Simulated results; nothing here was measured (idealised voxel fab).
Process module heading - voxel gate over fins
FYI the section here is cut, 200 nm wide, cells are 5 nm squares.
Cross-section layout: square cells on a grid; listed as bands, top to bottom; a band spans one or more cell rows. Quick guide to a band line: top height, bottom height (nm) up front; then every material left to right with its width in nm. Only one material and it's marked "everywhere"? Then it fills the band edge to edge. And "blank" just means empty space. The level at which height equals 0 is the one under which the wafer, as it arrives, is entirely one material. No lower edge exists for the bottom band, which continues downward and is notated as in "z 0 and below". A two-number width, for instance "30->40", indicates that the width is equal to the first number in the top row of the band and to the second number in the bottom row, and that it changes by a constant amount per row of cells. "no modifications" for a step: no cell of the cross-section changed in that step. "Trapped voids" contains a list of empty spaces, each no smaller than 8 cells and without an open way to the top, written in the form width x height at distance with the distance from the left edge and all three in nm. It should be noted that, on the line of a given step, the content following the step's settings is a remark produced by the simulator itself with respect to that step. The line of a step may include "overlay nm". On a step with a mask, this value is how far to the right of its planned place the mask lay. A negative value means the mask lay to the left.
[Below is the list of planned process steps]
| 1 | RECEIVE: material Si |
| 2 | CONFORMAL_DEP: material SiN, thk nm 10 |
| 3 | DIRECTIONAL_DEP: material aC, thk nm 15 |
| 4 | PATTERN: tone cover, mask id FINS, material resist, width nm 15, pitch nm 40, thk nm 35, overlay nm 0 |
| 5 | DIRECTIONAL_ETCH: etch materials aC, depth nm 15 |
| 6 | STRIP: etch materials resist |
| 7 | DIRECTIONAL_ETCH: etch materials SiN, depth nm 10 |
| 8 | DIRECTIONAL_ETCH: etch materials Si, depth nm 35 |
| 9 | STRIP: etch materials aC |
| 10 | OXIDIZE: depth nm 5 |
| 11 | FILL_DEP: material SiO2, thk nm 15 |
| 12 | CMP: height nm 10 |
| 13 | SELECTIVE_ETCH: etch materials SiO2, depth nm 25 |
| 14 | STRIP: etch materials SiN |
| 15 | CONFORMAL_DEP: material HfO2, thk nm 5 |
| 16 | CONFORMAL_DEP: material TiN, thk nm 5 |
| 17 | CONFORMAL_DEP: material TiAl, thk nm 5 |
| 18 | CONFORMAL_DEP: material TiN, thk nm 5 |
| 19 | FILL_DEP: material W, thk nm 10 |
| 20 | CMP: height nm 25 |
| 21 | CONFORMAL_DEP: material SiCN, thk nm 5 |
[Delivered wafer in cross-section: state after step 1]
> z 0 and below: Si everywhere
> Trapped voids: none
[Looking at the first of two wafers in cross-section at end of module - ran to plan]
> z 30 to 25: SiCN everywhere
> z 25 to 20: W everywhere
> z 20 to 15: 35 W, 125 TiN, 40 W
> z 15 to 10: 35 W, 5 TiN, 35 TiAl, 5 TiN, 35 TiAl, 5 TiN, 35 TiAl, 5 TiN, 40 W
> z 10 to 5: 35 W, 5 TiN, 5 TiAl, 25 TiN, 5 TiAl, 5 TiN, 5 TiAl, 25 TiN, 5 TiAl, 5 TiN, 5 TiAl, 25 TiN, 5 TiAl, 5 TiN, 40 W
> z 5 to 0: 40 TiN, 5 TiAl, 5 TiN, 15 HfO2, 5 TiN, 5 TiAl, 5 TiN, 5 TiAl, 5 TiN, 15 HfO2, 5 TiN, 5 TiAl, 5 TiN, 5 TiAl, 5 TiN, 15 HfO2, 5 TiN, 5 TiAl, 45 TiN
> z 0 to -5: 45 TiAl, 5 TiN, 5 HfO2, 5 Si, 5 HfO2, 5 TiN, 15 TiAl, 5 TiN, 5 HfO2, 5 Si, 5 HfO2, 5 TiN, 15 TiAl, 5 TiN, 5 HfO2, 5 Si, 5 HfO2, 5 TiN, 50 TiAl
> z -5 to -10: 50 TiN, 5 HfO2, 5 Si, 5 HfO2, 25 TiN, 5 HfO2, 5 Si, 5 HfO2, 25 TiN, 5 HfO2, 5 Si, 5 HfO2, 55 TiN
> z -10 to -15: 55 HfO2, 5 Si, 35 HfO2, 5 Si, 35 HfO2, 5 Si, 60 HfO2
> z -15 to -40: 55 SiO2, 5 Si, 35 SiO2, 5 Si, 35 SiO2, 5 Si, 60 SiO2
> z -40 and below: Si everywhere
> Trapped voids: none
[Wafer two, sectioned after the module: the first wafer's start, the first wafer's plan, and one mistake in how it was run]
> z 30 to 25: SiCN everywhere
> z 25 to 20: W everywhere
> z 20 to 15: 40 W, 125 TiN, 35 W
> z 15 to 10: 40 W, 5 TiN, 35 TiAl, 5 TiN, 35 TiAl, 5 TiN, 35 TiAl, 5 TiN, 35 W
> z 10 to 5: 40 W, 5 TiN, 5 TiAl, 25 TiN, 5 TiAl, 5 TiN, 5 TiAl, 25 TiN, 5 TiAl, 5 TiN, 5 TiAl, 25 TiN, 5 TiAl, 5 TiN, 35 W
> z 5 to 0: 45 TiN, 5 TiAl, 5 TiN, 15 HfO2, 5 TiN, 5 TiAl, 5 TiN, 5 TiAl, 5 TiN, 15 HfO2, 5 TiN, 5 TiAl, 5 TiN, 5 TiAl, 5 TiN, 15 HfO2, 5 TiN, 5 TiAl, 40 TiN
> z 0 to -5: 50 TiAl, 5 TiN, 5 HfO2, 5 Si, 5 HfO2, 5 TiN, 15 TiAl, 5 TiN, 5 HfO2, 5 Si, 5 HfO2, 5 TiN, 15 TiAl, 5 TiN, 5 HfO2, 5 Si, 5 HfO2, 5 TiN, 45 TiAl
> z -5 to -10: 55 TiN, 5 HfO2, 5 Si, 5 HfO2, 25 TiN, 5 HfO2, 5 Si, 5 HfO2, 25 TiN, 5 HfO2, 5 Si, 5 HfO2, 50 TiN
> z -10 to -15: 60 HfO2, 5 Si, 35 HfO2, 5 Si, 35 HfO2, 5 Si, 55 HfO2
> z -15 to -40: 60 SiO2, 5 Si, 35 SiO2, 5 Si, 35 SiO2, 5 Si, 55 SiO2
> z -40 and below: Si everywhere
> Trapped voids: none
Here's what went sideways: step 4 was run on a setting that differed from the plan, and what really ran there is PATTERN: tone cover, mask id FINS, material resist, width nm 15, pitch nm 40, thk nm 35, overlay nm 5
In the final comparison it is observed that the number of cells assigned to each material is identical for the two wafers, whereas their placement is not.
